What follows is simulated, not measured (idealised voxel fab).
voxel released beams: a process module
In the cross-section labelled cut, the width is 295 nm and each square cell is 5 nm.
Format of a cross-section: grid, square cells. Given as bands. Order: top down. Band: one or more rows of cells.
Read a band's entry like this: the first values are the height of its top and the height of its bottom in nm, and what follows is the sequence of materials from left to right, each with its width in nm. Note that "empty" is empty space, and that a single material marked "everywhere" reaches across the band from edge to edge.
The reference from which all heights are counted is 0, the level beneath which the as-received wafer is entirely one material; the lowest band, having no lower bound, proceeds downward and is written after the example "z 0 and below".
Width "30..40": first value at the band's top row of cells, second value at its bottom row, equal change from row to row.
"no alteration" -> step changed no cross-section cell.
"Sealed internal voids" - sealed voids, min. 8 cells, no opening to top; format: width x height at distance (distance from left edge; nm throughout).
Step line, after settings: the simulator's comment on this step.
Each step line may optionally specify "overlay nm", which for a step with a mask gives the rightward distance between the mask's planned place and where it lay, a negative value indicating the leftward direction.
**The planned process steps are enumerated hereunder**
1. RECEIVE,material Si
2. CONFORMAL_DEP,material SiN,thk nm 5
3. DIRECTIONAL_DEP,material SiO2,thk nm 10
4. PATTERN,tone open,mask id ANCHOR,material resist,width nm 40,thk nm 20,overlay nm 0
5. DIRECTIONAL_ETCH,etch materials SiO2,depth nm 10
6. STRIP,etch materials resist
7. CONFORMAL_DEP,material TiN,thk nm 15
8. DIRECTIONAL_DEP,material aC,thk nm 10
9. PATTERN,tone cover,mask id BEAM,material resist,width nm 120,thk nm 25,overlay nm 0
10. DIRECTIONAL_ETCH,etch materials aC,depth nm 10
11. STRIP,etch materials resist
12. DIRECTIONAL_ETCH,etch materials TiN,depth nm 15
13. STRIP,etch materials aC
14. STRIP,etch materials SiO2
**Cross-section: wafer on arrival = after step 1**
	z 0 and below: Si everywhere
	Sealed internal voids: none
**Post-module cross-section of the first of two wafers (run per plan)**
	z 30 to 20: 85 of empty, 20 of TiN, 10 of empty, 90 of TiN, 90 of empty
	z 20 to 15: 85 of empty, 120 of TiN, 90 of empty
	z 15 to 5: 90 of empty, 40 of TiN, 165 of empty
	z 5 to 0: SiN everywhere
	z 0 and below: Si everywhere
	Sealed internal voids: none
**second wafer at the end: like start, like plan, one mistake**
	z 30 to 20: 85 of empty, 60 of TiN, 150 of empty
	z 20 to 15: 85 of empty, 120 of TiN, 90 of empty
	z 15 to 5: 75 of empty, 15 of TiN, 40 of SiO2, 75 of TiN, 90 of empty
	z 5 to 0: SiN everywhere
	z 0 and below: Si everywhere
	Sealed internal voids: none
It is concluded that the wafer was processed incorrectly with respect to the plan, in that step 4 went in with a setting other than planned; the actual run was PATTERN,tone cover,mask id ANCHOR,material resist,width nm 40,thk nm 20,overlay nm 0
Counted in cells at the end, the second wafer holds more or fewer of these materials than the first: SiO2 +16
